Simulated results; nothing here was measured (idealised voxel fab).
Module name: voxel self aligned vias (process module)
For reference, the cross-section in this document is cut, with width 265 nm and square cells of 5 nm.
Cross-section = grid of square cells, listed top down in bands; band = one or more rows.
What a band's entry tells you: where the top is and where the bottom is, as heights in nm, and after that what lies inside, material by material from left to right, each with its width in nm. Empty space is written as the word "air", and a single material marked with the word "everywhere" occupies the band from edge to edge.
It should be noted that heights are counted from 0, beneath which the wafer as supplied is of one material throughout, and that the lowest band possesses no lower boundary but continues downward, as written in "from 0 down".
The expression "30->40" gives the width at the extremes of the band, the first number at its top row of cells and the second at its bottom row, with the width changing by equal amounts from each row to the next in between.
No cell of the cross-section changed in a step that is given as "no alteration".
So "Closed void catalog" is basically the list of trapped voids: any empty space of 8 cells or more that can't reach the top through an opening. They're written width x height at distance, the distance being from the left edge, and it's all nm.
On a step's line, text after the settings is the simulator commenting on that step.
overlay nm: mask offset rightward from planned place, masked step; negative means leftward offset.

[Intended process steps]
1) RECEIVE (material Si)
2) CONFORMAL_DEP (material SiO2; thk nm 15)
3) CONFORMAL_DEP (material SiCN; thk nm 5)
4) DIRECTIONAL_DEP (material SiO2; thk nm 30)
5) MASKED_ETCH (tone open; mask id LINES; width nm 25; pitch nm 60; etch materials SiO2; depth nm 30; overlay nm 0)
6) CONFORMAL_DEP (material TiN; thk nm 5)
7) FILL_DEP (material W; thk nm 5)
8) CMP (height nm 50)
9) SELECTIVE_ETCH (etch materials W Ru TiN; depth nm 10)
10) FILL_DEP (material SiN; thk nm 10)
11) CMP (height nm 50)
12) DIRECTIONAL_DEP (material SiO2; thk nm 15)
13) MASKED_ETCH (tone open; mask id VIAS; width nm 45; pitch nm 60; etch materials SiO2; depth nm 15; overlay nm 0)
14) MASKED_ETCH (tone open; mask id VIAS; width nm 45; pitch nm 60; etch materials SiN; depth nm 10; overlay nm 0)
15) CONFORMAL_DEP (material TiN; thk nm 5)
16) FILL_DEP (material Ru; thk nm 5)
17) CMP (height nm 65)
18) CONFORMAL_DEP (material SiCN; thk nm 5)

[This is the cross-section of the wafer as we received it, i.e. after step 1]
	from 0 down = Si everywhere
	Closed void catalog: none

[Starting structure and process plan are as shown above, but one mistake was made in running the module; the wafer cross-section at the end of the module follows]
	from 70 to 65 = SiCN everywhere
	from 65 to 55 = Ru: 45; TiN: 5; SiO2: 45; TiN: 5; Ru: 5; TiN: 5; SiO2: 45; TiN: 5; Ru: 5; TiN: 5; SiO2: 45; TiN: 5; Ru: 45
	from 55 to 50 = TiN: 50; SiO2: 45; TiN: 15; SiO2: 45; TiN: 15; SiO2: 45; TiN: 50
	from 50 to 40 = SiO2: 60; SiN: 25; SiO2: 35; SiN: 25; SiO2: 35; SiN: 25; SiO2: 60
	from 40 to 25 = SiO2: 60; TiN: 5; W: 15; TiN: 5; SiO2: 35; TiN: 5; W: 15; TiN: 5; SiO2: 35; TiN: 5; W: 15; TiN: 5; SiO2: 60
	from 25 to 20 = SiO2: 60; TiN: 25; SiO2: 35; TiN: 25; SiO2: 35; TiN: 25; SiO2: 60
	from 20 to 15 = SiCN everywhere
	from 15 to 0 = SiO2 everywhere
	from 0 down = Si everywhere
	Closed void catalog: none
what went wrong: step 13 did not happen as planned, as run it was MASKED_ETCH (tone cover; mask id VIAS; width nm 45; pitch nm 60; etch materials SiO2; depth nm 15; overlay nm 0)
